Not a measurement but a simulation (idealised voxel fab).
The process module that follows is named voxel spacer lines.
cross-section cut | 175 nm wide | cells 5 nm
Heads up, the way a cross-section reads in here is a grid of square cells, handed over as bands from the top down, with every band being one or more rows of cells.
Band: top height; bottom height; in nm. Then, left to right: material with width in nm, for each material. "throughout": a single material spanning edge to edge. "empty": empty space.
Heights are expressed relative to 0, this being the level below which the as-received wafer comprises one material exclusively. The lowest band is unbounded in the downward direction and is denoted as in "0 down".
Per-row width for "30..40": begins at first number (top row of band), ends at second number (bottom row), increment between rows held constant.
When a step is marked "no alteration", none of the cells in the cross-section changed during that step.
"Sealed void list" enumerates empty spaces isolated from the top, with no open way to it, that contain at least 8 cells, giving each as width x height at distance from the left edge, all three in nm.
If you see something after the settings on a step's line, that's the simulator's own remark about that step.
On any step carrying a mask, the "overlay nm" setting, if present on the step's line, tells how far right of its planned place the mask lay; negative values point to the left.

STEPS PLANNED FOR THE PROCESS
- 1: RECEIVE with material Si
- 2: CONFORMAL_DEP with material Al2O3, thk nm 10
- 3: DIRECTIONAL_DEP with material TiN, thk nm 10
- 4: DIRECTIONAL_DEP with material aC, thk nm 30
- 5: PATTERN with tone cover, mask id MANDREL, material resist, width nm 20, pitch nm 60, thk nm 40, overlay nm 0
- 6: DIRECTIONAL_ETCH with etch materials aC, depth nm 30
- 7: STRIP with etch materials resist
- 8: CONFORMAL_DEP with material SiN, thk nm 10
- 9: DIRECTIONAL_ETCH with etch materials SiN, depth nm 10
- 10: STRIP with etch materials aC
- 11: DIRECTIONAL_ETCH with etch materials TiN, depth nm 10
- 12: STRIP with etch materials SiN

CROSS-SECTION OF THE WAFER AS IT CAME TO US, I.E., ALREADY THROUGH STEP 1
	0 down  Si throughout
	Sealed void list: none

WHAT THE WAFER LOOKS LIKE IN CROSS-SECTION AFTER THIS MODULE, WHEN IT STARTS AS SHOWN ABOVE AND FOLLOWS THE PLAN ABOVE BUT ONE MISTAKE IS MADE IN RUNNING IT
	50 to 20  empty=35 / TiN=10 / aC=20 / TiN=10 / empty=20 / TiN=10 / aC=20 / TiN=10 / empty=40
	20 to 10  TiN throughout
	10 to 0  Al2O3 throughout
	0 down  Si throughout
	Sealed void list: none
Short version of what went wrong: contrary to plan, step 8 was performed as CONFORMAL_DEP with material TiN, thk nm 10
